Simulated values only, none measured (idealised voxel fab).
The document below concerns the process module designated voxel local oxidation.
In the cross-section labelled cut, the width is 210 nm and each square cell is 5 nm.
Heads up, the way a cross-section reads in here is a grid of square cells, handed over as bands from the top down, with every band being one or more rows of cells.
Within each band entry, the heights of the top and of the bottom of the band appear first, in that order and in nm; the materials of the band then follow from left to right, each with its corresponding width in nm. The designation "all across" on a single material indicates that it fills the band from edge to edge; the designation "blank" indicates empty space.
Convention: height 0 is the level below which the wafer, as received, is all one material. The lowest band does not terminate at the bottom but continues downward, represented as "top 0, no bottom".
The notation "30->40" denotes a width that varies across the rows of cells in the band, beginning at the first number in the top row, finishing at the second number in the bottom row, and changing by an identical amount from each row to the next.
Where a step carries "all unchanged", the cross-section came out of it unchanged, cell for cell.
The entry titled "Sealed-off cavities" provides the empty spaces that have no open way to the top, restricted to those of 8 cells or more. Each is presented as width x height at distance, the distance being measured from the left edge, with all three in nm.
Note: text after step settings on the step line = simulator remark on that step.
Regarding "overlay nm": on a step with a mask, it is the distance the mask lay to the right of its planned place; a negative value places it to the left.
plan
- 1: RECEIVE,material Si
- 2: CONFORMAL_DEP,material SiO2,thk nm 5
- 3: CONFORMAL_DEP,material SiN,thk nm 10
- 4: DIRECTIONAL_DEP,material aC,thk nm 10
- 5: PATTERN,tone cover,mask id ACTIVE,material resist,width nm 125,thk nm 25,overlay nm 0
- 6: DIRECTIONAL_ETCH,etch materials aC,depth nm 10
- 7: STRIP,etch materials resist
- 8: DIRECTIONAL_ETCH,etch materials SiN,depth nm 10
- 9: STRIP,etch materials aC
- 10: SELECTIVE_ETCH,etch materials SiO2,depth nm 5
- 11: OXIDIZE,depth nm 15
- 12: STRIP,etch materials SiN
Incoming wafer, cross-sectional view, post step 1
* top 0, no bottom: Si all across
* Sealed-off cavities: none
What the wafer looks like in cross-section after this module, when it starts as shown above and follows the plan above but one mistake is made in running it
* top 5, bottom 0: 45 nm blank, then 120 nm SiO2, then 45 nm blank
* top 0, bottom -15: 60 nm SiO2, then 90 nm Si, then 60 nm SiO2
* top -15, no bottom: Si all across
* Sealed-off cavities: none
Nonconformance to the process plan: step 5 deviated from plan and actually ran as PATTERN,tone cover,mask id ACTIVE,material resist,width nm 130,thk nm 25,overlay nm 0
